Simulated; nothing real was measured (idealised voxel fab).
This is a process module. Its name is voxel ribs on slabs.
Cross-section cut spans 200 nm and uses square cells 5 nm in size.
In what follows, cross-sections appear as grids of square cells, described through bands that run from the top down, where every band is one or more rows of cells. Each band's line starts with the height of the band's top and of its bottom, in nm. Then come its materials from left to right, each with its width in nm. One material with "full width" fills the band from edge to edge. "blank" is empty space. A quick word on heights: they are counted from 0, and under that level the wafer as it came to us is one material throughout. The lowest band is different from the rest in having no bottom; it simply continues downward, written as in "top 0, no bottom". Quick explanation for "30 to 40": the width changes in equal steps down the rows of cells, from the first number in the band's top row to the second number in its bottom row. "stayed the same" -> step changed no cross-section cell. What "Unvented voids" gives you is every empty space of 8 cells or more that is cut off from the top. Each appears as width x height at distance, with the distance taken from the left edge and width, height and distance all in nm. That trailing text on a step's line, after the settings, is the simulator's own remark on the step. overlay nm: where the mask lay relative to plan, measured to the right, on steps with a mask; negatives go left.

[Set out below are the planned steps of the process]
1,RECEIVE,material Si
2,DIRECTIONAL_DEP,material SiO2,thk nm 30
3,DIRECTIONAL_DEP,material polySi,thk nm 15
4,MASKED_ETCH,tone cover,mask id RIB,width nm 15,etch materials polySi,depth nm 10,overlay nm 0
5,PATTERN,tone cover,mask id SLAB,material resist,width nm 55,thk nm 15,overlay nm 0
6,DIRECTIONAL_ETCH,etch materials polySi,depth nm 5
7,STRIP,etch materials resist
8,FILL_DEP,material SiO2,thk nm 20
9,CMP,height nm 55
10,DIRECTIONAL_DEP,material W,thk nm 5
11,MASKED_ETCH,tone cover,mask id HEATER,width nm 25,etch materials W,depth nm 5,overlay nm 0
12,CONFORMAL_DEP,material SiN,thk nm 5

[Cross-section of the wafer as it came to us, i.e., already through step 1]
    top 0, no bottom = Si full width
    Unvented voids: none

[As-planned run: cross-section of the first of two wafers at end of module]
    top 65, bottom 60 = blank (80), then SiN (35), then blank (85)
    top 60, bottom 55 = SiN (85), then W (25), then SiN (90)
    top 55, bottom 45 = SiO2 full width
    top 45, bottom 35 = SiO2 (90), then polySi (15), then SiO2 (95)
    top 35, bottom 30 = SiO2 (70), then polySi (55), then SiO2 (75)
    top 30, bottom 0 = SiO2 full width
    top 0, no bottom = Si full width
    Unvented voids: none

[Here is the second of the two wafers cut open at the end of the module - same start, same plan as the first one, but we made one mistake running it]
    top 65, bottom 60 = blank (80), then SiN (35), then blank (85)
    top 60, bottom 55 = SiN (85), then W (25), then SiN (90)
    top 55, bottom 45 = SiO2 full width
    top 45, bottom 40 = SiO2 (70), then polySi (20), then SiO2 (15), then polySi (20), then SiO2 (75)
    top 40, bottom 35 = polySi (90), then SiO2 (15), then polySi (95)
    top 35, bottom 30 = polySi full width
    top 30, bottom 0 = SiO2 full width
    top 0, no bottom = Si full width
    Unvented voids: none
Against the plan, the run slipped here: off-plan run, step 4, actual operation and settings MASKED_ETCH,tone open,mask id RIB,width nm 15,etch materials polySi,depth nm 10,overlay nm 0
At the finish, the second wafer shows more or fewer cells for some materials than the first does: -68 SiO2, +68 polySi
